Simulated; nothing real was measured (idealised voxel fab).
process module | voxel wiring stack
cross-section cut | 260 nm wide | cells 5 nm
A cross-section is a grid of square cells, given in bands from the top down. A band is one or more rows of cells.
Each band's line starts with the height of the band's top and of its bottom, in nm. Then come its materials from left to right, each with its width in nm. One material with "throughout" fills the band from edge to edge. "air" is empty space.
Height 0 is the level under which the wafer as received is all one material. The lowest band goes on downwards, as in "0 down".
A width such as "30 to 40" changes by the same amount from each row of cells to the next, from the band's top row to its bottom row.
"no change" after a step means that no cell of the cross-section changed.
closed voids: empty space of 8 cells or more with no open way to the top, each as width x height at its distance from the left edge, in nm
after a step's settings: what the simulator itself notes on the step
overlay nm, on a step with a mask: how far to the right of its planned place the mask lay; to the left if negative
plan
1 op RECEIVE | material Si
2 op CONFORMAL_DEP | material SiO2 | thk nm 10
3 op CONFORMAL_DEP | material SiCN | thk nm 5
4 op DIRECTIONAL_DEP | material SiO2 | thk nm 20
5 op PATTERN | tone open | mask id METAL_1 | material resist | width nm 25 | pitch nm 40 | thk nm 15 | overlay nm 0
6 op DIRECTIONAL_ETCH | etch materials SiO2 | depth nm 20
7 op DIRECTIONAL_ETCH | etch materials SiCN | depth nm 5
8 op STRIP | etch materials resist
9 op CONFORMAL_DEP | material TiN | thk nm 5
10 op FILL_DEP | material W | thk nm 10
11 op CMP | height nm 35
12 op CONFORMAL_DEP | material SiCN | thk nm 5
13 op DIRECTIONAL_DEP | material SiO2 | thk nm 25
14 op PATTERN | tone open | mask id METAL_2 | material resist | width nm 25 | pitch nm 40 | thk nm 20 | overlay nm 0
15 op DIRECTIONAL_ETCH | etch materials SiO2 | depth nm 15
16 op STRIP | etch materials resist
17 op PATTERN | tone open | mask id METAL_2_HOLES | material resist | width nm 15 | pitch nm 80 | thk nm 20 | overlay nm 0
18 op DIRECTIONAL_ETCH | etch materials SiO2 | depth nm 10
19 op DIRECTIONAL_ETCH | etch materials SiCN | depth nm 5
20 op STRIP | etch materials resist
21 op CONFORMAL_DEP | material TiN | thk nm 5
22 op FILL_DEP | material Cu | thk nm 10
23 op CMP | height nm 65
24 op CONFORMAL_DEP | material SiN | thk nm 5
as received, after step 1
  0 down: Si throughout
  closed voids: none
a wafer at the end: this start, this plan, one mistake
  70 to 65: SiN throughout
  65 to 60: Cu throughout
  60 to 55: TiN 60 | Cu 15 | TiN 25 | Cu 15 | TiN 25 | Cu 15 | TiN 25 | Cu 15 | TiN 65
  55 to 45: SiO2 55 | TiN 5 | Cu 15 | TiN 5 | SiO2 15 | TiN 5 | Cu 15 | TiN 5 | SiO2 15 | TiN 5 | Cu 15 | TiN 5 | SiO2 15 | TiN 5 | Cu 15 | TiN 5 | SiO2 60
  45 to 40: SiO2 55 | TiN 5 | Cu 5 | TiN 15 | SiO2 15 | TiN 25 | SiO2 15 | TiN 5 | Cu 5 | TiN 15 | SiO2 15 | TiN 25 | SiO2 60
  40 to 30: SiO2 55 | TiN 5 | Cu 5 | TiN 5 | SiO2 65 | TiN 5 | Cu 5 | TiN 5 | SiO2 110
  30 to 25: SiCN 55 | TiN 15 | SiCN 65 | TiN 15 | SiCN 110
  25 to 15: SiO2 55 | TiN 5 | W 15 | TiN 5 | SiO2 15 | TiN 5 | W 15 | TiN 5 | SiO2 15 | TiN 5 | W 15 | TiN 5 | SiO2 15 | TiN 5 | W 15 | TiN 5 | SiO2 60
  15 to 10: SiCN 55 | TiN 25 | SiCN 15 | TiN 25 | SiCN 15 | TiN 25 | SiCN 15 | TiN 25 | SiCN 60
  10 to 0: SiO2 throughout
  0 down: Si throughout
  closed voids: none
what went wrong: step 11 ran as: op CMP | height nm 25
